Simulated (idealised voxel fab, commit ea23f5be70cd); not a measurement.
Process module, titled voxel wiring stack
For reference, the cross-section in this document is cut, with width 180 nm and square cells of 5 nm.
If you're reading a cross-section in this doc, picture square cells in a grid; it comes to you as bands, top ones listed first down to the bottom, and a band can be one or more rows of cells.
First you get the band's top height and its bottom height, in nm, and then the materials it's made of, left to right, with each width in nm. If you see a single material with "all across", that one covers the band edge to edge. "air" is empty space.
A quick word on heights: they are counted from 0, and under that level the wafer as it came to us is one material throughout. The lowest band is different from the rest in having no bottom; it simply continues downward, written as in "z 0 and below".
With a width like "30->40", each row of cells in the band differs from the next by the same amount, the top row carrying the first number and the bottom row the second.
Any step labelled "same as before" changed none of the cells in the cross-section.
Reported under the label "Unvented voids" are the empty spaces having no open way to the top and comprising 8 cells or more; the notation for each is width x height at distance, in which the distance is measured from the left edge and all three values are in nm.
Note: text after step settings on the step line = simulator remark on that step.
The setting "overlay nm" may be written on the line of a step. When the step uses a mask, the value reports how far to the right of the planned place the mask lay, and a negative value reports that it lay to the left.
The planned process steps are enumerated hereunder
- 1: RECEIVE, material Si
- 2: CONFORMAL_DEP, material SiO2, thk nm 15
- 3: CONFORMAL_DEP, material SiN, thk nm 5
- 4: DIRECTIONAL_DEP, material SiO2, thk nm 15
- 5: DIRECTIONAL_DEP, material aC, thk nm 15
- 6: PATTERN, tone open, mask id METAL_1, material resist, width nm 25, pitch nm 40, thk nm 35, overlay nm 0
- 7: DIRECTIONAL_ETCH, etch materials aC, depth nm 15
- 8: STRIP, etch materials resist
- 9: DIRECTIONAL_ETCH, etch materials SiO2, depth nm 15
- 10: DIRECTIONAL_ETCH, etch materials SiN, depth nm 5
- 11: STRIP, etch materials aC
- 12: CONFORMAL_DEP, material TiN, thk nm 5
- 13: FILL_DEP, material Cu, thk nm 5
- 14: CMP, height nm 35
- 15: EPI, material Ru, thk nm 5
- 16: FILL_DEP, material SiCN, thk nm 5
- 17: DIRECTIONAL_DEP, material SiO2, thk nm 10
- 18: PATTERN, tone open, mask id PLUG_1, material resist, width nm 15, pitch nm 40, thk nm 15, overlay nm 0
- 19: DIRECTIONAL_ETCH, etch materials SiO2, depth nm 10
- 20: DIRECTIONAL_ETCH, etch materials SiCN, depth nm 5
- 21: STRIP, etch materials resist
- 22: CONFORMAL_DEP, material TiN, thk nm 5
- 23: FILL_DEP, material Ru, thk nm 10
- 24: CMP, height nm 55
- 25: DIRECTIONAL_DEP, material TiN, thk nm 5
- 26: DIRECTIONAL_DEP, material W, thk nm 15
- 27: PATTERN, tone cover, mask id METAL_2, material resist, width nm 25, pitch nm 40, thk nm 20, overlay nm 0
- 28: DIRECTIONAL_ETCH, etch materials W, depth nm 15
- 29: DIRECTIONAL_ETCH, etch materials TiN, depth nm 5
- 30: STRIP, etch materials resist
- 31: CONFORMAL_DEP, material SiN, thk nm 5
- 32: FILL_DEP, material lowk, thk nm 10
- 33: CMP, height nm 75
- 34: CONFORMAL_DEP, material SiCN, thk nm 5
- 35: DIRECTIONAL_DEP, material SiO2, thk nm 30
- 36: DIRECTIONAL_DEP, material aC, thk nm 10
- 37: PATTERN, tone open, mask id METAL_3_HOLES, material resist, width nm 15, thk nm 30, overlay nm 0
- 38: DIRECTIONAL_ETCH, etch materials aC, depth nm 10
- 39: STRIP, etch materials resist
- 40: DIRECTIONAL_ETCH, etch materials SiO2, depth nm 30
- 41: STRIP, etch materials aC
- 42: DIRECTIONAL_DEP, material aC, thk nm 15
- 43: PATTERN, tone open, mask id METAL_3, material resist, width nm 25, pitch nm 40, thk nm 30, overlay nm 0
- 44: DIRECTIONAL_ETCH, etch materials aC, depth nm 15
- 45: STRIP, etch materials resist
- 46: DIRECTIONAL_ETCH, etch materials SiO2, depth nm 15
- 47: DIRECTIONAL_ETCH, etch materials SiCN, depth nm 5
- 48: STRIP, etch materials aC
- 49: CONFORMAL_DEP, material TiN, thk nm 5
- 50: FILL_DEP, material Cu, thk nm 5
- 51: CMP, height nm 110
- 52: CONFORMAL_DEP, material SiN, thk nm 5
On the first of the two wafers: run conducted according to plan
Cross-section of the wafer as it came to us, i.e., already through step 1
* z 0 and below  Si all across
* Unvented voids: none
Presented here is a cross-section of the wafer after step 2 has been performed
* z 15 to 0  SiO2 all across
* Nothing below the height 0 has changed.
Presented here is a cross-section of the wafer after step 3 has been performed
* z 20 to 15  SiN all across
* Nothing below the height 15 has changed.
Presented here is a cross-section of the wafer after step 4 has been performed
* z 35 to 20  SiO2 all across
* Nothing below the height 20 has changed.
Presented here is a cross-section of the wafer after step 5 has been performed
* z 50 to 35  aC all across
* Nothing below the height 35 has changed.
Presented here is a cross-section of the wafer after step 6 has been performed
* z 85 to 50  resist 55, air 25, resist 15, air 25, resist 60
* Nothing below the height 50 has changed.
Presented here is a cross-section of the wafer after step 7 has been performed
* z 70 to 50  resist 55, air 25, resist 15, air 25, resist 60
* z 50 to 35  aC 55, air 25, aC 15, air 25, aC 60
* Nothing below the height 35 has changed.
Presented here is a cross-section of the wafer after step 8 has been performed
* z 50 to 35  aC 55, air 25, aC 15, air 25, aC 60
* Nothing below the height 35 has changed.
Presented here is a cross-section of the wafer after step 9 has been performed
* z 50 to 35  aC 55, air 25, aC 15, air 25, aC 60
* z 35 to 20  SiO2 55, air 25, SiO2 15, air 25, SiO2 60
* Nothing below the height 20 has changed.
Presented here is a cross-section of the wafer after step 10 has been performed
* z 50 to 35  aC 55, air 25, aC 15, air 25, aC 60
* z 35 to 20  SiO2 55, air 25, SiO2 15, air 25, SiO2 60
* z 20 to 15  SiN 55, air 25, SiN 15, air 25, SiN 60
* Nothing below the height 15 has changed.
Presented here is a cross-section of the wafer after step 11 has been performed
* z 35 to 20  SiO2 55, air 25, SiO2 15, air 25, SiO2 60
* Nothing below the height 20 has changed.
Presented here is a cross-section of the wafer after step 12 has been performed
* z 40 to 35  TiN 60, air 15, TiN 25, air 15, TiN 65
* z 35 to 20  SiO2 55, TiN 5, air 15, TiN 5, SiO2 15, TiN 5, air 15, TiN 5, SiO2 60
* z 20 to 15  SiN 55, TiN 25, SiN 15, TiN 25, SiN 60
* Nothing below the height 15 has changed.
Presented here is a cross-section of the wafer after step 13 has been performed
* z 45 to 40  Cu all across
* z 40 to 35  TiN 60, Cu 15, TiN 25, Cu 15, TiN 65
* z 35 to 20  SiO2 55, TiN 5, Cu 15, TiN 5, SiO2 15, TiN 5, Cu 15, TiN 5, SiO2 60
* Nothing below the height 20 has changed.
Presented here is a cross-section of the wafer after step 14 has been performed
* z 35 to 20  SiO2 55, TiN 5, Cu 15, TiN 5, SiO2 15, TiN 5, Cu 15, TiN 5, SiO2 60
* Nothing below the height 20 has changed.
Presented here is a cross-section of the wafer after step 15 has been performed
* z 40 to 35  air 50, Ru 35, air 5, Ru 35, air 55
* Nothing below the height 35 has changed.
Presented here is a cross-section of the wafer after step 16 has been performed
* z 45 to 40  SiCN all across
* z 40 to 35  SiCN 50, Ru 35, SiCN 5, Ru 35, SiCN 55
* Nothing below the height 35 has changed.
Presented here is a cross-section of the wafer after step 17 has been performed
* z 55 to 45  SiO2 all across
* Nothing below the height 45 has changed.
Presented here is a cross-section of the wafer after step 18 has been performed
* z 70 to 55  resist 55, air 15, resist 25, air 15, resist 70
* Nothing below the height 55 has changed.
Presented here is a cross-section of the wafer after step 19 has been performed
* z 70 to 55  resist 55, air 15, resist 25, air 15, resist 70
* z 55 to 45  SiO2 55, air 15, SiO2 25, air 15, SiO2 70
* Nothing below the height 45 has changed.
Presented here is a cross-section of the wafer after step 20 has been performed
* z 70 to 55  resist 55, air 15, resist 25, air 15, resist 70
* z 55 to 45  SiO2 55, air 15, SiO2 25, air 15, SiO2 70
* z 45 to 40  SiCN 55, air 15, SiCN 25, air 15, SiCN 70
* Nothing below the height 40 has changed.
Presented here is a cross-section of the wafer after step 21 has been performed
* z 55 to 45  SiO2 55, air 15, SiO2 25, air 15, SiO2 70
* Nothing below the height 45 has changed.
Presented here is a cross-section of the wafer after step 22 has been performed
* z 60 to 55  TiN 60, air 5, TiN 35, air 5, TiN 75
* z 55 to 45  SiO2 55, TiN 5, air 5, TiN 5, SiO2 25, TiN 5, air 5, TiN 5, SiO2 70
* z 45 to 40  SiCN 55, TiN 15, SiCN 25, TiN 15, SiCN 70
* Nothing below the height 40 has changed.
Presented here is a cross-section of the wafer after step 23 has been performed
* z 70 to 60  Ru all across
* z 60 to 55  TiN 60, Ru 5, TiN 35, Ru 5, TiN 75
* z 55 to 45  SiO2 55, TiN 5, Ru 5, TiN 5, SiO2 25, TiN 5, Ru 5, TiN 5, SiO2 70
* Nothing below the height 45 has changed.
Presented here is a cross-section of the wafer after step 24 has been performed
* z 55 to 45  SiO2 55, TiN 5, Ru 5, TiN 5, SiO2 25, TiN 5, Ru 5, TiN 5, SiO2 70
* Nothing below the height 45 has changed.
Presented here is a cross-section of the wafer after step 25 has been performed
* z 60 to 55  TiN all across
* Nothing below the height 55 has changed.
Presented here is a cross-section of the wafer after step 26 has been performed
* z 75 to 60  W all across
* Nothing below the height 60 has changed.
Presented here is a cross-section of the wafer after step 27 has been performed
* z 95 to 75  air 55, resist 25, air 15, resist 25, air 60
* Nothing below the height 75 has changed.
Presented here is a cross-section of the wafer after step 28 has been performed
* z 95 to 75  air 55, resist 25, air 15, resist 25, air 60
* z 75 to 60  air 55, W 25, air 15, W 25, air 60
* Nothing below the height 60 has changed.
Presented here is a cross-section of the wafer after step 29 has been performed
* z 95 to 75  air 55, resist 25, air 15, resist 25, air 60
* z 75 to 60  air 55, W 25, air 15, W 25, air 60
* z 60 to 55  air 55, TiN 25, air 15, TiN 25, air 60
* Nothing below the height 55 has changed.
Presented here is a cross-section of the wafer after step 30 has been performed
* z 75 to 60  air 55, W 25, air 15, W 25, air 60
* Nothing below the height 60 has changed.
Presented here is a cross-section of the wafer after step 31 has been performed
* z 80 to 75  air 50, SiN 35, air 5, SiN 35, air 55
* z 75 to 60  air 50, SiN 5, W 25, SiN 5, air 5, SiN 5, W 25, SiN 5, air 55
* z 60 to 55  SiN 55, TiN 25, SiN 15, TiN 25, SiN 60
* Nothing below the height 55 has changed.
Presented here is a cross-section of the wafer after step 32 has been performed
* z 90 to 80  lowk all across
* z 80 to 75  lowk 50, SiN 35, lowk 5, SiN 35, lowk 55
* z 75 to 60  lowk 50, SiN 5, W 25, SiN 5, lowk 5, SiN 5, W 25, SiN 5, lowk 55
* Nothing below the height 60 has changed.
Presented here is a cross-section of the wafer after step 33 has been performed
* z 75 to 60  lowk 50, SiN 5, W 25, SiN 5, lowk 5, SiN 5, W 25, SiN 5, lowk 55
* Nothing below the height 60 has changed.
Presented here is a cross-section of the wafer after step 34 has been performed
* z 80 to 75  SiCN all across
* Nothing below the height 75 has changed.
Presented here is a cross-section of the wafer after step 35 has been performed
* z 110 to 80  SiO2 all across
* Nothing below the height 80 has changed.
Presented here is a cross-section of the wafer after step 36 has been performed
* z 120 to 110  aC all across
* Nothing below the height 110 has changed.
Presented here is a cross-section of the wafer after step 37 has been performed
* z 150 to 120  resist 55, air 15, resist 110
* Nothing below the height 120 has changed.
Presented here is a cross-section of the wafer after step 38 has been performed
* z 140 to 120  resist 55, air 15, resist 110
* z 120 to 110  aC 55, air 15, aC 110
* Nothing below the height 110 has changed.
Presented here is a cross-section of the wafer after step 39 has been performed
* z 120 to 110  aC 55, air 15, aC 110
* Nothing below the height 110 has changed.
Presented here is a cross-section of the wafer after step 40 has been performed
* z 120 to 110  aC 55, air 15, aC 110
* z 110 to 80  SiO2 55, air 15, SiO2 110
* Nothing below the height 80 has changed.
Presented here is a cross-section of the wafer after step 41 has been performed
* z 110 to 80  SiO2 55, air 15, SiO2 110
* Nothing below the height 80 has changed.
Presented here is a cross-section of the wafer after step 42 has been performed
* z 125 to 110  aC 55, air 15, aC 110
* z 110 to 95  SiO2 55, air 15, SiO2 110
* z 95 to 80  SiO2 55, aC 15, SiO2 110
* Nothing below the height 80 has changed.
Presented here is a cross-section of the wafer after step 43 has been performed
* z 155 to 125  resist 55, air 25, resist 15, air 25, resist 60
* Nothing below the height 125 has changed.
Presented here is a cross-section of the wafer after step 44 has been performed
* z 140 to 125  resist 55, air 25, resist 15, air 25, resist 60
* z 125 to 110  aC 55, air 25, aC 15, air 25, aC 60
* z 110 to 80  SiO2 55, air 15, SiO2 110
* Nothing below the height 80 has changed.
Presented here is a cross-section of the wafer after step 45 has been performed
* z 125 to 110  aC 55, air 25, aC 15, air 25, aC 60
* Nothing below the height 110 has changed.
Presented here is a cross-section of the wafer after step 46 has been performed
* z 125 to 110  aC 55, air 25, aC 15, air 25, aC 60
* z 110 to 95  SiO2 55, air 25, SiO2 15, air 25, SiO2 60
* Nothing below the height 95 has changed.
Presented here is a cross-section of the wafer after step 47 has been performed
* z 125 to 110  aC 55, air 25, aC 15, air 25, aC 60
* z 110 to 95  SiO2 55, air 25, SiO2 15, air 25, SiO2 60
* z 95 to 80  SiO2 55, air 15, SiO2 110
* z 80 to 75  SiCN 55, air 15, SiCN 110
* Nothing below the height 75 has changed.
Presented here is a cross-section of the wafer after step 48 has been performed
* z 110 to 95  SiO2 55, air 25, SiO2 15, air 25, SiO2 60
* Nothing below the height 95 has changed.
Presented here is a cross-section of the wafer after step 49 has been performed
* z 115 to 110  TiN 60, air 15, TiN 25, air 15, TiN 65
* z 110 to 100  SiO2 55, TiN 5, air 15, TiN 5, SiO2 15, TiN 5, air 15, TiN 5, SiO2 60
* z 100 to 95  SiO2 55, TiN 5, air 5, TiN 15, SiO2 15, TiN 25, SiO2 60
* z 95 to 80  SiO2 55, TiN 5, air 5, TiN 5, SiO2 110
* z 80 to 75  SiCN 55, TiN 15, SiCN 110
* Nothing below the height 75 has changed.
Presented here is a cross-section of the wafer after step 50 has been performed
* z 120 to 115  Cu all across
* z 115 to 110  TiN 60, Cu 15, TiN 25, Cu 15, TiN 65
* z 110 to 100  SiO2 55, TiN 5, Cu 15, TiN 5, SiO2 15, TiN 5, Cu 15, TiN 5, SiO2 60
* z 100 to 95  SiO2 55, TiN 5, Cu 5, TiN 15, SiO2 15, TiN 25, SiO2 60
* z 95 to 80  SiO2 55, TiN 5, Cu 5, TiN 5, SiO2 110
* Nothing below the height 80 has changed.
Presented here is a cross-section of the wafer after step 51 has been performed
* z 110 to 100  SiO2 55, TiN 5, Cu 15, TiN 5, SiO2 15, TiN 5, Cu 15, TiN 5, SiO2 60
* Nothing below the height 100 has changed.
Presented here is a cross-section of the wafer after step 52 has been performed
* z 115 to 110  SiN all across
* Nothing below the height 110 has changed.
Second wafer, same starting state and plan as the first, one mistake in the run, identical through step 34
Cross-section, second wafer, at the end time the plan gives for step 35
* z 140 to 80  SiO2 all across
* Nothing below the height 80 has changed.
Cross-section, second wafer, at the end time the plan gives for step 36
* z 150 to 140  aC all across
* Nothing below the height 140 has changed.
Cross-section, second wafer, at the end time the plan gives for step 37
* z 180 to 150  resist 55, air 15, resist 110
* Nothing below the height 150 has changed.
Cross-section, second wafer, at the end time the plan gives for step 38
* z 170 to 150  resist 55, air 15, resist 110
* z 150 to 140  aC 55, air 15, aC 110
* Nothing below the height 140 has changed.
Cross-section, second wafer, at the end time the plan gives for step 39
* z 150 to 140  aC 55, air 15, aC 110
* Nothing below the height 140 has changed.
Cross-section, second wafer, at the end time the plan gives for step 40
* z 150 to 140  aC 55, air 15, aC 110
* z 140 to 110  SiO2 55, air 15, SiO2 110
* Nothing below the height 110 has changed.
Cross-section, second wafer, at the end time the plan gives for step 41
* z 140 to 110  SiO2 55, air 15, SiO2 110
* Nothing below the height 110 has changed.
Cross-section, second wafer, at the end time the plan gives for step 42
* z 155 to 140  aC 55, air 15, aC 110
* z 140 to 125  SiO2 55, air 15, SiO2 110
* z 125 to 110  SiO2 55, aC 15, SiO2 110
* Nothing below the height 110 has changed.
Cross-section, second wafer, at the end time the plan gives for step 43
* z 185 to 155  resist 55, air 25, resist 15, air 25, resist 60
* Nothing below the height 155 has changed.
Cross-section, second wafer, at the end time the plan gives for step 44
* z 170 to 155  resist 55, air 25, resist 15, air 25, resist 60
* z 155 to 140  aC 55, air 25, aC 15, air 25, aC 60
* z 140 to 110  SiO2 55, air 15, SiO2 110
* Nothing below the height 110 has changed.
Cross-section, second wafer, at the end time the plan gives for step 45
* z 155 to 140  aC 55, air 25, aC 15, air 25, aC 60
* Nothing below the height 140 has changed.
Cross-section, second wafer, at the end time the plan gives for step 46
* z 155 to 140  aC 55, air 25, aC 15, air 25, aC 60
* z 140 to 125  SiO2 55, air 25, SiO2 15, air 25, SiO2 60
* z 125 to 95  SiO2 55, air 15, SiO2 110
* Nothing below the height 95 has changed.
Cross-section, second wafer, at the end time the plan gives for step 47: same as before
Cross-section, second wafer, at the end time the plan gives for step 48
* z 140 to 125  SiO2 55, air 25, SiO2 15, air 25, SiO2 60
* Nothing below the height 125 has changed.
Cross-section, second wafer, at the end time the plan gives for step 49
* z 145 to 140  TiN 60, air 15, TiN 25, air 15, TiN 65
* z 140 to 130  SiO2 55, TiN 5, air 15, TiN 5, SiO2 15, TiN 5, air 15, TiN 5, SiO2 60
* z 130 to 125  SiO2 55, TiN 5, air 5, TiN 15, SiO2 15, TiN 25, SiO2 60
* z 125 to 100  SiO2 55, TiN 5, air 5, TiN 5, SiO2 110
* z 100 to 95  SiO2 55, TiN 15, SiO2 110
* Nothing below the height 95 has changed.
Cross-section, second wafer, at the end time the plan gives for step 50
* z 150 to 145  Cu all across
* z 145 to 140  TiN 60, Cu 15, TiN 25, Cu 15, TiN 65
* z 140 to 130  SiO2 55, TiN 5, Cu 15, TiN 5, SiO2 15, TiN 5, Cu 15, TiN 5, SiO2 60
* z 130 to 125  SiO2 55, TiN 5, Cu 5, TiN 15, SiO2 15, TiN 25, SiO2 60
* z 125 to 100  SiO2 55, TiN 5, Cu 5, TiN 5, SiO2 110
* Nothing below the height 100 has changed.
Cross-section, second wafer, at the end time the plan gives for step 51
* z 110 to 100  SiO2 55, TiN 5, Cu 5, TiN 5, SiO2 110
* Nothing below the height 100 has changed.
Cross-section, second wafer, at the end time the plan gives for step 52
* z 115 to 110  SiN all across
* Nothing below the height 110 has changed.
The mistake made against the process plan was this: plan step 35 ran twice
It is noted that, at the conclusion of processing, the second wafer exhibits a higher or lower cell count for certain materials relative to the first: 14 fewer of Cu | 3 more of SiCN | 30 more of SiO2 | 19 fewer of TiN
